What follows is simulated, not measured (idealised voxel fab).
Process module under the name voxel self aligned contacts
For reference, the cross-section in this document is cut, with width 200 nm and square cells of 5 nm.
Cross-section spec: square-cell grid; bands listed top down; each band is one or more rows.
Read a band's entry like this: the first values are the height of its top and the height of its bottom in nm, and what follows is the sequence of materials from left to right, each with its width in nm. Note that "air" is empty space, and that a single material marked "everywhere" reaches across the band from edge to edge.
Beneath 0, the wafer as received is one material, and that level is where height counting begins. The lowest band goes on downward without a bottom; it is written like "top 0, no bottom".
When a width is written as two numbers, as in "30..40", the first number is the width in the top row of cells of the band and the second is the width in its bottom row, and the width changes by the same amount from each row to the next.
"left unchanged" after a step means that no cell of the cross-section changed.
Heads up: "Sealed internal cavities" only lists the empty pockets with no open path to the top that are 8 cells or more, and it writes them as width x height at distance, distance from the left edge, in nm.
It should be noted that, on the line of a given step, the content following the step's settings is a remark produced by the simulator itself with respect to that step.
Regarding "overlay nm": on a step with a mask, it is the distance the mask lay to the right of its planned place; a negative value places it to the left.
## Process steps - plan
1,RECEIVE: material Si
2,CONFORMAL_DEP: material SiO2, thk nm 5
3,DIRECTIONAL_DEP: material polySi, thk nm 25
4,DIRECTIONAL_DEP: material SiN, thk nm 20
5,DIRECTIONAL_DEP: material aC, thk nm 15
6,PATTERN: tone cover, mask id GATE, material resist, width nm 35, pitch nm 70, thk nm 35, overlay nm 0
7,DIRECTIONAL_ETCH: etch materials aC, depth nm 15
8,STRIP: etch materials resist
9,DIRECTIONAL_ETCH: etch materials SiN, depth nm 20
10,DIRECTIONAL_ETCH: etch materials polySi, depth nm 25
11,STRIP: etch materials aC
12,CONFORMAL_DEP: material SiN, thk nm 10
13,DIRECTIONAL_ETCH: etch materials SiN, depth nm 10
14,FILL_DEP: material SiO2, thk nm 10
15,CMP: height nm 55
16,PATTERN: tone open, mask id CONTACT, material resist, width nm 55, thk nm 15, overlay nm 0
17,DIRECTIONAL_ETCH: etch materials SiO2, depth nm 55
18,STRIP: etch materials resist
19,CONFORMAL_DEP: material TiN, thk nm 5
20,FILL_DEP: material W, thk nm 5
21,CMP: height nm 55
22,CONFORMAL_DEP: material SiN, thk nm 5
## Of two wafers, the first: run according to plan
## Here's what the wafer looked like in cross-section when it arrived - that's after step 1
> top 0, no bottom | Si everywhere
> Sealed internal cavities: none
## The wafer, seen in cross-section, after step 2
> top 5, bottom 0 | SiO2 everywhere
> Below 0, no change.
## The wafer, seen in cross-section, after step 3
> top 30, bottom 5 | polySi everywhere
> Below 5, no change.
## The wafer, seen in cross-section, after step 4
> top 50, bottom 30 | SiN everywhere
> Below 30, no change.
## The wafer, seen in cross-section, after step 5
> top 65, bottom 50 | aC everywhere
> Below 50, no change.
## The wafer, seen in cross-section, after step 6
> top 100, bottom 65 | air=45; resist=35; air=35; resist=35; air=50
> Below 65, no change.
## The wafer, seen in cross-section, after step 7
> top 85, bottom 65 | air=45; resist=35; air=35; resist=35; air=50
> top 65, bottom 50 | air=45; aC=35; air=35; aC=35; air=50
> Below 50, no change.
## The wafer, seen in cross-section, after step 8
> top 65, bottom 50 | air=45; aC=35; air=35; aC=35; air=50
> Below 50, no change.
## The wafer, seen in cross-section, after step 9
> top 65, bottom 50 | air=45; aC=35; air=35; aC=35; air=50
> top 50, bottom 30 | air=45; SiN=35; air=35; SiN=35; air=50
> Below 30, no change.
## The wafer, seen in cross-section, after step 10
> top 65, bottom 50 | air=45; aC=35; air=35; aC=35; air=50
> top 50, bottom 30 | air=45; SiN=35; air=35; SiN=35; air=50
> top 30, bottom 5 | air=45; polySi=35; air=35; polySi=35; air=50
> Below 5, no change.
## The wafer, seen in cross-section, after step 11
> top 50, bottom 30 | air=45; SiN=35; air=35; SiN=35; air=50
> Below 30, no change.
## The wafer, seen in cross-section, after step 12
> top 60, bottom 30 | air=35; SiN=55; air=15; SiN=55; air=40
> top 30, bottom 15 | air=35; SiN=10; polySi=35; SiN=10; air=15; SiN=10; polySi=35; SiN=10; air=40
> top 15, bottom 5 | SiN=45; polySi=35; SiN=35; polySi=35; SiN=50
> Below 5, no change.
## The wafer, seen in cross-section, after step 13
> top 50, bottom 30 | air=35; SiN=55; air=15; SiN=55; air=40
> top 30, bottom 5 | air=35; SiN=10; polySi=35; SiN=10; air=15; SiN=10; polySi=35; SiN=10; air=40
> Below 5, no change.
## The wafer, seen in cross-section, after step 14
> top 60, bottom 50 | SiO2 everywhere
> top 50, bottom 30 | SiO2=35; SiN=55; SiO2=15; SiN=55; SiO2=40
> top 30, bottom 5 | SiO2=35; SiN=10; polySi=35; SiN=10; SiO2=15; SiN=10; polySi=35; SiN=10; SiO2=40
> Below 5, no change.
## The wafer, seen in cross-section, after step 15
> top 55, bottom 50 | SiO2 everywhere
> Below 50, no change.
## The wafer, seen in cross-section, after step 16
> top 70, bottom 55 | resist=70; air=55; resist=75
> Below 55, no change.
## The wafer, seen in cross-section, after step 17
> top 70, bottom 55 | resist=70; air=55; resist=75
> top 55, bottom 50 | SiO2=70; air=55; SiO2=75
> top 50, bottom 30 | SiO2=35; SiN=55; air=15; SiN=55; SiO2=40
> top 30, bottom 5 | SiO2=35; SiN=10; polySi=35; SiN=10; air=15; SiN=10; polySi=35; SiN=10; SiO2=40
> top 5, bottom 0 | SiO2=90; air=15; SiO2=95
> Below 0, no change.
## The wafer, seen in cross-section, after step 18
> top 55, bottom 50 | SiO2=70; air=55; SiO2=75
> Below 50, no change.
## The wafer, seen in cross-section, after step 19
> top 60, bottom 55 | TiN=75; air=45; TiN=80
> top 55, bottom 50 | SiO2=70; TiN=25; air=5; TiN=25; SiO2=75
> top 50, bottom 30 | SiO2=35; SiN=55; TiN=5; air=5; TiN=5; SiN=55; SiO2=40
> top 30, bottom 5 | SiO2=35; SiN=10; polySi=35; SiN=10; TiN=5; air=5; TiN=5; SiN=10; polySi=35; SiN=10; SiO2=40
> top 5, bottom 0 | SiO2=90; TiN=15; SiO2=95
> Below 0, no change.
## The wafer, seen in cross-section, after step 20
> top 65, bottom 60 | W everywhere
> top 60, bottom 55 | TiN=75; W=45; TiN=80
> top 55, bottom 50 | SiO2=70; TiN=25; W=5; TiN=25; SiO2=75
> top 50, bottom 30 | SiO2=35; SiN=55; TiN=5; W=5; TiN=5; SiN=55; SiO2=40
> top 30, bottom 5 | SiO2=35; SiN=10; polySi=35; SiN=10; TiN=5; W=5; TiN=5; SiN=10; polySi=35; SiN=10; SiO2=40
> Below 5, no change.
## The wafer, seen in cross-section, after step 21
> top 55, bottom 50 | SiO2=70; TiN=25; W=5; TiN=25; SiO2=75
> Below 50, no change.
## The wafer, seen in cross-section, after step 22
> top 60, bottom 55 | SiN everywhere
> Below 55, no change.
## Wafer two of the pair: same origin, same plan, one error during the run; identical to wafer one up to and including step 9
## The second wafer in cross-section, at the planned close of step 10
> top 65, bottom 50 | air=45; aC=35; air=35; aC=35; air=50
> top 50, bottom 30 | air=45; SiN=35; air=35; SiN=35; air=50
> top 30, bottom 15 | air=45; polySi=35; air=35; polySi=35; air=50
> Below 15, no change.
## The second wafer in cross-section, at the planned close of step 11
> top 50, bottom 30 | air=45; SiN=35; air=35; SiN=35; air=50
> Below 30, no change.
## The second wafer in cross-section, at the planned close of step 12
> top 60, bottom 30 | air=35; SiN=55; air=15; SiN=55; air=40
> top 30, bottom 25 | air=35; SiN=10; polySi=35; SiN=10; air=15; SiN=10; polySi=35; SiN=10; air=40
> top 25, bottom 15 | SiN=45; polySi=35; SiN=35; polySi=35; SiN=50
> Below 15, no change.
## The second wafer in cross-section, at the planned close of step 13
> top 50, bottom 30 | air=35; SiN=55; air=15; SiN=55; air=40
> top 30, bottom 15 | air=35; SiN=10; polySi=35; SiN=10; air=15; SiN=10; polySi=35; SiN=10; air=40
> Below 15, no change.
## The second wafer in cross-section, at the planned close of step 14
> top 60, bottom 50 | SiO2 everywhere
> top 50, bottom 30 | SiO2=35; SiN=55; SiO2=15; SiN=55; SiO2=40
> top 30, bottom 15 | SiO2=35; SiN=10; polySi=35; SiN=10; SiO2=15; SiN=10; polySi=35; SiN=10; SiO2=40
> Below 15, no change.
## The second wafer in cross-section, at the planned close of step 15
> top 55, bottom 50 | SiO2 everywhere
> Below 50, no change.
## The second wafer in cross-section, at the planned close of step 16
> top 70, bottom 55 | resist=70; air=55; resist=75
> Below 55, no change.
## The second wafer in cross-section, at the planned close of step 17
> top 70, bottom 55 | resist=70; air=55; resist=75
> top 55, bottom 50 | SiO2=70; air=55; SiO2=75
> top 50, bottom 30 | SiO2=35; SiN=55; air=15; SiN=55; SiO2=40
> top 30, bottom 15 | SiO2=35; SiN=10; polySi=35; SiN=10; air=15; SiN=10; polySi=35; SiN=10; SiO2=40
> Below 15, no change.
## The second wafer in cross-section, at the planned close of step 18
> top 55, bottom 50 | SiO2=70; air=55; SiO2=75
> Below 50, no change.
## The second wafer in cross-section, at the planned close of step 19
> top 60, bottom 55 | TiN=75; air=45; TiN=80
> top 55, bottom 50 | SiO2=70; TiN=25; air=5; TiN=25; SiO2=75
> top 50, bottom 30 | SiO2=35; SiN=55; TiN=5; air=5; TiN=5; SiN=55; SiO2=40
> top 30, bottom 20 | SiO2=35; SiN=10; polySi=35; SiN=10; TiN=5; air=5; TiN=5; SiN=10; polySi=35; SiN=10; SiO2=40
> top 20, bottom 15 | SiO2=35; SiN=10; polySi=35; SiN=10; TiN=15; SiN=10; polySi=35; SiN=10; SiO2=40
> Below 15, no change.
## The second wafer in cross-section, at the planned close of step 20
> top 65, bottom 60 | W everywhere
> top 60, bottom 55 | TiN=75; W=45; TiN=80
> top 55, bottom 50 | SiO2=70; TiN=25; W=5; TiN=25; SiO2=75
> top 50, bottom 30 | SiO2=35; SiN=55; TiN=5; W=5; TiN=5; SiN=55; SiO2=40
> top 30, bottom 20 | SiO2=35; SiN=10; polySi=35; SiN=10; TiN=5; W=5; TiN=5; SiN=10; polySi=35; SiN=10; SiO2=40
> Below 20, no change.
## The second wafer in cross-section, at the planned close of step 21
> top 55, bottom 50 | SiO2=70; TiN=25; W=5; TiN=25; SiO2=75
> Below 50, no change.
## The second wafer in cross-section, at the planned close of step 22
> top 60, bottom 55 | SiN everywhere
> Below 55, no change.
what went wrong: step 10 went in with a setting other than planned; the actual run was DIRECTIONAL_ETCH: etch materials polySi, depth nm 15
Final wafer comparison in cells, second versus first, more or fewer per material: -16 SiN | -27 SiO2 | -6 TiN | -3 W | +52 polySi
